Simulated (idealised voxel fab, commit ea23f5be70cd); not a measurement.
The following is a process module called voxel spacer lines.
This is section cut - it's 190 nm across, gridded in 5 nm square cells.
A cross-section is written here as square cells arranged in a grid, and it is given in bands from the top down, each band taking up one or more rows of cells.
A band entry consists of two parts. The first gives the height of the band's top and the height of its bottom, in nm. The rest lists the band's materials from left to right, each with its width in nm. A single material labelled with the word "everywhere" fills the band from edge to edge, and the word "blank" marks empty space.
It should be noted that heights are counted from 0, beneath which the wafer as supplied is of one material throughout, and that the lowest band possesses no lower boundary but continues downward, as written in "top 0, no bottom".
Note: "30->40" means the width goes from the first number (top row of the band) to the second number (bottom row) in equal steps per row of cells.
"identical to before", as given for a step, is the statement that not any cell of the cross-section underwent a change during that step.
Closed-off voids of 8+ cells (no open route to the top) go in "Trapped void list", written width x height at distance from the left edge, in nm.
Formally, on a step line, whatever follows the settings is a remark that the simulator itself makes on the step.
The line of a step may include "overlay nm". On a step with a mask, this value is how far to the right of its planned place the mask lay. A negative value means the mask lay to the left.
So here's the lineup of process steps we planned:
| 1 | RECEIVE,material Si |
| 2 | CONFORMAL_DEP,material Al2O3,thk nm 10 |
| 3 | DIRECTIONAL_DEP,material polySi,thk nm 10 |
| 4 | DIRECTIONAL_DEP,material aC,thk nm 20 |
| 5 | PATTERN,tone cover,mask id MANDREL,material resist,width nm 20,pitch nm 70,thk nm 25,overlay nm 0 |
| 6 | DIRECTIONAL_ETCH,etch materials aC,depth nm 20 |
| 7 | STRIP,etch materials resist |
| 8 | CONFORMAL_DEP,material SiO2,thk nm 15 |
| 9 | DIRECTIONAL_ETCH,etch materials SiO2,depth nm 15 |
| 10 | STRIP,etch materials aC |
| 11 | DIRECTIONAL_ETCH,etch materials polySi,depth nm 10 |
| 12 | STRIP,etch materials SiO2 |
| 13 | FILL_DEP,material lowk,thk nm 10 |
| 14 | CMP,height nm 20 |
On the first of the two wafers: run conducted according to plan:
Shown in cross-section is the wafer as received, that is, as it stands after step 1:
  top 0, no bottom: Si everywhere
  Trapped void list: none
Step 2 done - wafer cross-section:
  top 10, bottom 0: Al2O3 everywhere
  Under the height 0 nothing was changed.
Step 3 done - wafer cross-section:
  top 20, bottom 10: polySi everywhere
  Under the height 10 nothing was changed.
Step 4 done - wafer cross-section:
  top 40, bottom 20: aC everywhere
  Under the height 20 nothing was changed.
Step 5 done - wafer cross-section:
  top 65, bottom 40: blank 15 nm | resist 20 nm | blank 50 nm | resist 20 nm | blank 50 nm | resist 20 nm | blank 15 nm
  Under the height 40 nothing was changed.
Step 6 done - wafer cross-section:
  top 45, bottom 40: blank 15 nm | resist 20 nm | blank 50 nm | resist 20 nm | blank 50 nm | resist 20 nm | blank 15 nm
  top 40, bottom 20: blank 15 nm | aC 20 nm | blank 50 nm | aC 20 nm | blank 50 nm | aC 20 nm | blank 15 nm
  Under the height 20 nothing was changed.
Step 7 done - wafer cross-section:
  top 40, bottom 20: blank 15 nm | aC 20 nm | blank 50 nm | aC 20 nm | blank 50 nm | aC 20 nm | blank 15 nm
  Under the height 20 nothing was changed.
Step 8 done - wafer cross-section:
  top 55, bottom 40: SiO2 50 nm | blank 20 nm | SiO2 50 nm | blank 20 nm | SiO2 50 nm
  top 40, bottom 35: SiO2 15 nm | aC 20 nm | SiO2 15 nm | blank 20 nm | SiO2 15 nm | aC 20 nm | SiO2 15 nm | blank 20 nm | SiO2 15 nm | aC 20 nm | SiO2 15 nm
  top 35, bottom 20: SiO2 15 nm | aC 20 nm | SiO2 50 nm | aC 20 nm | SiO2 50 nm | aC 20 nm | SiO2 15 nm
  Under the height 20 nothing was changed.
Step 9 done - wafer cross-section:
  top 40, bottom 20: SiO2 15 nm | aC 20 nm | SiO2 15 nm | blank 20 nm | SiO2 15 nm | aC 20 nm | SiO2 15 nm | blank 20 nm | SiO2 15 nm | aC 20 nm | SiO2 15 nm
  Under the height 20 nothing was changed.
Step 10 done - wafer cross-section:
  top 40, bottom 20: SiO2 15 nm | blank 20 nm | SiO2 15 nm | blank 20 nm | SiO2 15 nm | blank 20 nm | SiO2 15 nm | blank 20 nm | SiO2 15 nm | blank 20 nm | SiO2 15 nm
  Under the height 20 nothing was changed.
Step 11 done - wafer cross-section:
  top 40, bottom 20: SiO2 15 nm | blank 20 nm | SiO2 15 nm | blank 20 nm | SiO2 15 nm | blank 20 nm | SiO2 15 nm | blank 20 nm | SiO2 15 nm | blank 20 nm | SiO2 15 nm
  top 20, bottom 10: polySi 15 nm | blank 20 nm | polySi 15 nm | blank 20 nm | polySi 15 nm | blank 20 nm | polySi 15 nm | blank 20 nm | polySi 15 nm | blank 20 nm | polySi 15 nm
  Under the height 10 nothing was changed.
Step 12 done - wafer cross-section:
  top 20, bottom 10: polySi 15 nm | blank 20 nm | polySi 15 nm | blank 20 nm | polySi 15 nm | blank 20 nm | polySi 15 nm | blank 20 nm | polySi 15 nm | blank 20 nm | polySi 15 nm
  Under the height 10 nothing was changed.
Step 13 done - wafer cross-section:
  top 30, bottom 20: lowk everywhere
  top 20, bottom 10: polySi 15 nm | lowk 20 nm | polySi 15 nm | lowk 20 nm | polySi 15 nm | lowk 20 nm | polySi 15 nm | lowk 20 nm | polySi 15 nm | lowk 20 nm | polySi 15 nm
  Under the height 10 nothing was changed.
Step 14 done - wafer cross-section:
  top 20, bottom 10: polySi 15 nm | lowk 20 nm | polySi 15 nm | lowk 20 nm | polySi 15 nm | lowk 20 nm | polySi 15 nm | lowk 20 nm | polySi 15 nm | lowk 20 nm | polySi 15 nm
  Under the height 10 nothing was changed.
Wafer two of two - same starting point, same process plan, one mistake in execution; matches wafer one up to and including step 1:
Cross-sectional representation of the second wafer at the time designated in the plan for the completion of step 2:
  top 15, bottom 0: Al2O3 everywhere
  Under the height 0 nothing was changed.
Cross-sectional representation of the second wafer at the time designated in the plan for the completion of step 3:
  top 25, bottom 15: polySi everywhere
  Under the height 15 nothing was changed.
Cross-sectional representation of the second wafer at the time designated in the plan for the completion of step 4:
  top 45, bottom 25: aC everywhere
  Under the height 25 nothing was changed.
Cross-sectional representation of the second wafer at the time designated in the plan for the completion of step 5:
  top 70, bottom 45: blank 15 nm | resist 20 nm | blank 50 nm | resist 20 nm | blank 50 nm | resist 20 nm | blank 15 nm
  Under the height 45 nothing was changed.
Cross-sectional representation of the second wafer at the time designated in the plan for the completion of step 6:
  top 50, bottom 45: blank 15 nm | resist 20 nm | blank 50 nm | resist 20 nm | blank 50 nm | resist 20 nm | blank 15 nm
  top 45, bottom 25: blank 15 nm | aC 20 nm | blank 50 nm | aC 20 nm | blank 50 nm | aC 20 nm | blank 15 nm
  Under the height 25 nothing was changed.
Cross-sectional representation of the second wafer at the time designated in the plan for the completion of step 7:
  top 45, bottom 25: blank 15 nm | aC 20 nm | blank 50 nm | aC 20 nm | blank 50 nm | aC 20 nm | blank 15 nm
  Under the height 25 nothing was changed.
Cross-sectional representation of the second wafer at the time designated in the plan for the completion of step 8:
  top 60, bottom 45: SiO2 50 nm | blank 20 nm | SiO2 50 nm | blank 20 nm | SiO2 50 nm
  top 45, bottom 40: SiO2 15 nm | aC 20 nm | SiO2 15 nm | blank 20 nm | SiO2 15 nm | aC 20 nm | SiO2 15 nm | blank 20 nm | SiO2 15 nm | aC 20 nm | SiO2 15 nm
  top 40, bottom 25: SiO2 15 nm | aC 20 nm | SiO2 50 nm | aC 20 nm | SiO2 50 nm | aC 20 nm | SiO2 15 nm
  Under the height 25 nothing was changed.
Cross-sectional representation of the second wafer at the time designated in the plan for the completion of step 9:
  top 45, bottom 25: SiO2 15 nm | aC 20 nm | SiO2 15 nm | blank 20 nm | SiO2 15 nm | aC 20 nm | SiO2 15 nm | blank 20 nm | SiO2 15 nm | aC 20 nm | SiO2 15 nm
  Under the height 25 nothing was changed.
Cross-sectional representation of the second wafer at the time designated in the plan for the completion of step 10:
  top 45, bottom 25: SiO2 15 nm | blank 20 nm | SiO2 15 nm | blank 20 nm | SiO2 15 nm | blank 20 nm | SiO2 15 nm | blank 20 nm | SiO2 15 nm | blank 20 nm | SiO2 15 nm
  Under the height 25 nothing was changed.
Cross-sectional representation of the second wafer at the time designated in the plan for the completion of step 11:
  top 45, bottom 25: SiO2 15 nm | blank 20 nm | SiO2 15 nm | blank 20 nm | SiO2 15 nm | blank 20 nm | SiO2 15 nm | blank 20 nm | SiO2 15 nm | blank 20 nm | SiO2 15 nm
  top 25, bottom 15: polySi 15 nm | blank 20 nm | polySi 15 nm | blank 20 nm | polySi 15 nm | blank 20 nm | polySi 15 nm | blank 20 nm | polySi 15 nm | blank 20 nm | polySi 15 nm
  Under the height 15 nothing was changed.
Cross-sectional representation of the second wafer at the time designated in the plan for the completion of step 12:
  top 25, bottom 15: polySi 15 nm | blank 20 nm | polySi 15 nm | blank 20 nm | polySi 15 nm | blank 20 nm | polySi 15 nm | blank 20 nm | polySi 15 nm | blank 20 nm | polySi 15 nm
  Under the height 15 nothing was changed.
Cross-sectional representation of the second wafer at the time designated in the plan for the completion of step 13:
  top 35, bottom 25: lowk everywhere
  top 25, bottom 15: polySi 15 nm | lowk 20 nm | polySi 15 nm | lowk 20 nm | polySi 15 nm | lowk 20 nm | polySi 15 nm | lowk 20 nm | polySi 15 nm | lowk 20 nm | polySi 15 nm
  Under the height 15 nothing was changed.
Cross-sectional representation of the second wafer at the time designated in the plan for the completion of step 14:
  top 20, bottom 15: polySi 15 nm | lowk 20 nm | polySi 15 nm | lowk 20 nm | polySi 15 nm | lowk 20 nm | polySi 15 nm | lowk 20 nm | polySi 15 nm | lowk 20 nm | polySi 15 nm
  Under the height 15 nothing was changed.
What went wrong in running the wafer? in deviation from the planned setting, step 2 was conducted as CONFORMAL_DEP,material Al2O3,thk nm 15
The final cell counts differ between the wafers, with the second having more or fewer of some materials than the first: Al2O3 +38, lowk -20, polySi -18
